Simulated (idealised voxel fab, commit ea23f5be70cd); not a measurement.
process module | voxel transistor to metal
165 nm wide, 5 nm square cells: that's cross-section cut.
When this document writes out a cross-section, it uses a grid of square cells and lists it as bands, beginning at the top and moving down, with a band standing for one or more rows of cells.
Band: top height; bottom height; in nm. Then, left to right: material with width in nm, for each material. "all across": a single material spanning edge to edge. "air": empty space.
Where do heights start? At 0: under that level the wafer as delivered is made of one material only. And the lowest band has no floor; it just carries on downward, as in "0 nm and below".
Width spec "30 to 40" -> top row of cells at first value, bottom row at second value, equal per-row change in between.
"stayed the same", as given for a step, is the statement that not any cell of the cross-section underwent a change during that step.
Entry "Closed internal cavities" = empty spaces >= 8 cells with no open way to the top; each as width x height at distance, distance from left edge, all nm.
Whatever follows a step's settings on its line is a remark the simulator itself makes about that step.
"overlay nm" answers the question of how far to the right of plan the mask lay on a step that has a mask, and when it is negative the answer is to the left.

Below is the list of planned process steps
1) RECEIVE | material Si
2) CONFORMAL_DEP | material SiO2 | thk nm 5
3) CONFORMAL_DEP | material SiN | thk nm 10
4) MASKED_ETCH | tone cover | mask id ACTIVE | width nm 105 | etch materials SiN | depth nm 10 | overlay nm 0
5) MASKED_ETCH | tone cover | mask id ACTIVE | width nm 105 | etch materials SiO2 | depth nm 5 | overlay nm 0
6) MASKED_ETCH | tone cover | mask id ACTIVE | width nm 105 | etch materials Si | depth nm 30 | overlay nm 0
7) FILL_DEP | material SiO2 | thk nm 5
8) CMP | height nm 15
9) SELECTIVE_ETCH | etch materials SiO2 | depth nm 10
10) STRIP | etch materials SiN
11) SELECTIVE_ETCH | etch materials SiO2 | depth nm 5
12) OXIDIZE | depth nm 5
13) DIRECTIONAL_DEP | material polySi | thk nm 25
14) DIRECTIONAL_DEP | material SiCN | thk nm 15
15) PATTERN | tone cover | mask id GATE | material resist | width nm 15 | thk nm 20 | overlay nm 0
16) DIRECTIONAL_ETCH | etch materials SiCN | depth nm 25
17) DIRECTIONAL_ETCH | etch materials polySi | depth nm 35
18) STRIP | etch materials resist
19) CONFORMAL_DEP | material SiO2 | thk nm 5
20) DIRECTIONAL_ETCH | etch materials SiO2 | depth nm 5
21) CONFORMAL_DEP | material SiN | thk nm 5
22) DIRECTIONAL_ETCH | etch materials SiN | depth nm 5
23) DIRECTIONAL_ETCH | etch materials SiO2 | depth nm 5
24) DIRECTIONAL_ETCH | etch materials Si | depth nm 10
25) EPI | material pSi | thk nm 15
26) FILL_DEP | material SiO2 | thk nm 5
27) CMP | height nm 40
28) DIRECTIONAL_DEP | material SiO2 | thk nm 10
29) DIRECTIONAL_DEP | material aC | thk nm 10
30) PATTERN | tone open | mask id CONTACT | material resist | width nm 30 | pitch nm 55 | thk nm 25 | overlay nm 0
31) DIRECTIONAL_ETCH | etch materials aC | depth nm 10
32) STRIP | etch materials resist
33) DIRECTIONAL_ETCH | etch materials SiO2 | depth nm 50
34) STRIP | etch materials aC
35) CONFORMAL_DEP | material TiN | thk nm 5
36) FILL_DEP | material W | thk nm 10
37) CMP | height nm 50
38) DIRECTIONAL_DEP | material TiN | thk nm 5
39) DIRECTIONAL_DEP | material W | thk nm 20
40) MASKED_ETCH | tone cover | mask id METAL_1 | width nm 15 | pitch nm 70 | etch materials W | depth nm 20 | overlay nm 0
41) MASKED_ETCH | tone cover | mask id METAL_1 | width nm 15 | pitch nm 70 | etch materials TiN | depth nm 5 | overlay nm 0
42) FILL_DEP | material lowk | thk nm 10
43) CMP | height nm 75
44) CONFORMAL_DEP | material SiCN | thk nm 5
45) DIRECTIONAL_DEP | material lowk | thk nm 25
46) MASKED_ETCH | tone open | mask id METAL_2 | width nm 15 | pitch nm 70 | etch materials lowk | depth nm 15 | overlay nm 0
47) MASKED_ETCH | tone open | mask id METAL_2_HOLES | width nm 15 | pitch nm 70 | etch materials lowk | depth nm 10 | overlay nm 0
48) MASKED_ETCH | tone open | mask id METAL_2_HOLES | width nm 15 | pitch nm 70 | etch materials SiCN | depth nm 5 | overlay nm 0
49) CONFORMAL_DEP | material TiN | thk nm 5
50) FILL_DEP | material Cu | thk nm 10
51) CMP | height nm 105
52) CONFORMAL_DEP | material SiCN | thk nm 5

Wafer as received: cross-section following step 1
- 0 nm and below | Si all across
- Closed internal cavities: none

Cross-section: first of two wafers, module finished, run according to plan
- 110 nm to 105 nm | SiCN all across
- 105 nm to 80 nm | lowk: 40  TiN: 5  Cu: 5  TiN: 5  lowk: 55  TiN: 5  Cu: 5  TiN: 5  lowk: 40
- 80 nm to 75 nm | SiCN: 40  TiN: 15  SiCN: 55  TiN: 15  SiCN: 40
- 75 nm to 55 nm | lowk: 40  W: 15  lowk: 55  W: 15  lowk: 40
- 55 nm to 50 nm | lowk: 40  TiN: 15  lowk: 55  TiN: 15  lowk: 40
- 50 nm to 40 nm | SiO2: 40  TiN: 5  W: 20 to 15  TiN: 5 to 10  SiO2: 25  TiN: 5 to 10  W: 20 to 15  TiN: 5  SiO2: 40
- 40 nm to 25 nm | SiO2: 40  TiN: 5  W: 15  TiN: 5  SiN: 5  SiO2: 5  SiCN: 15  SiO2: 5  SiN: 5  TiN: 5  W: 15  TiN: 5  SiO2: 40
- 25 nm to 15 nm | SiO2: 40  TiN: 5  W: 15  TiN: 5  SiN: 5  SiO2: 5  polySi: 15  SiO2: 5  SiN: 5  TiN: 5  W: 15  TiN: 5  SiO2: 40
- 15 nm to 10 nm | SiO2: 40  TiN: 25  SiN: 5  SiO2: 5  polySi: 15  SiO2: 5  SiN: 5  TiN: 25  SiO2: 40
- 10 nm to 0 nm | SiO2: 40  TiN: 10  pSi: 15  SiN: 5  SiO2: 5  polySi: 15  SiO2: 5  SiN: 5  pSi: 15  TiN: 10  SiO2: 40
- 0 nm to -5 nm | SiO2: 25  pSi: 40  SiO2: 35  pSi: 40  SiO2: 25
- -5 nm to -15 nm | SiO2: 30  pSi: 35  Si: 35  pSi: 35  SiO2: 30
- -15 nm to -30 nm | SiO2: 30  Si: 105  SiO2: 30
- -30 nm and below | Si all across
- Closed internal cavities: none

Wafer two, end of module, cross-section. Same start, same plan as wafer one. One mistake in the run
- 125 nm to 120 nm | SiCN all across
- 120 nm to 110 nm | Cu all across
- 110 nm to 105 nm | TiN: 45  Cu: 5  TiN: 65  Cu: 5  TiN: 45
- 105 nm to 80 nm | lowk: 40  TiN: 5  Cu: 5  TiN: 5  lowk: 55  TiN: 5  Cu: 5  TiN: 5  lowk: 40
- 80 nm to 75 nm | SiCN: 40  TiN: 15  SiCN: 55  TiN: 15  SiCN: 40
- 75 nm to 55 nm | lowk: 40  W: 15  lowk: 55  W: 15  lowk: 40
- 55 nm to 50 nm | lowk: 40  TiN: 15  lowk: 55  TiN: 15  lowk: 40
- 50 nm to 40 nm | SiO2: 40  TiN: 5  W: 20 to 15  TiN: 5 to 10  SiO2: 25  TiN: 5 to 10  W: 20 to 15  TiN: 5  SiO2: 40
- 40 nm to 25 nm | SiO2: 40  TiN: 5  W: 15  TiN: 5  SiN: 5  SiO2: 5  SiCN: 15  SiO2: 5  SiN: 5  TiN: 5  W: 15  TiN: 5  SiO2: 40
- 25 nm to 15 nm | SiO2: 40  TiN: 5  W: 15  TiN: 5  SiN: 5  SiO2: 5  polySi: 15  SiO2: 5  SiN: 5  TiN: 5  W: 15  TiN: 5  SiO2: 40
- 15 nm to 10 nm | SiO2: 40  TiN: 25  SiN: 5  SiO2: 5  polySi: 15  SiO2: 5  SiN: 5  TiN: 25  SiO2: 40
- 10 nm to 0 nm | SiO2: 40  TiN: 10  pSi: 15  SiN: 5  SiO2: 5  polySi: 15  SiO2: 5  SiN: 5  pSi: 15  TiN: 10  SiO2: 40
- 0 nm to -5 nm | SiO2: 25  pSi: 40  SiO2: 35  pSi: 40  SiO2: 25
- -5 nm to -15 nm | SiO2: 30  pSi: 35  Si: 35  pSi: 35  SiO2: 30
- -15 nm to -30 nm | SiO2: 30  Si: 105  SiO2: 30
- -30 nm and below | Si all across
- Closed internal cavities: none
Deviation noted in wafer processing: step 51 of the plan was bypassed and not carried out
Final cells, second wafer relative to first, materials higher or lower: 68 more of Cu | 31 more of TiN
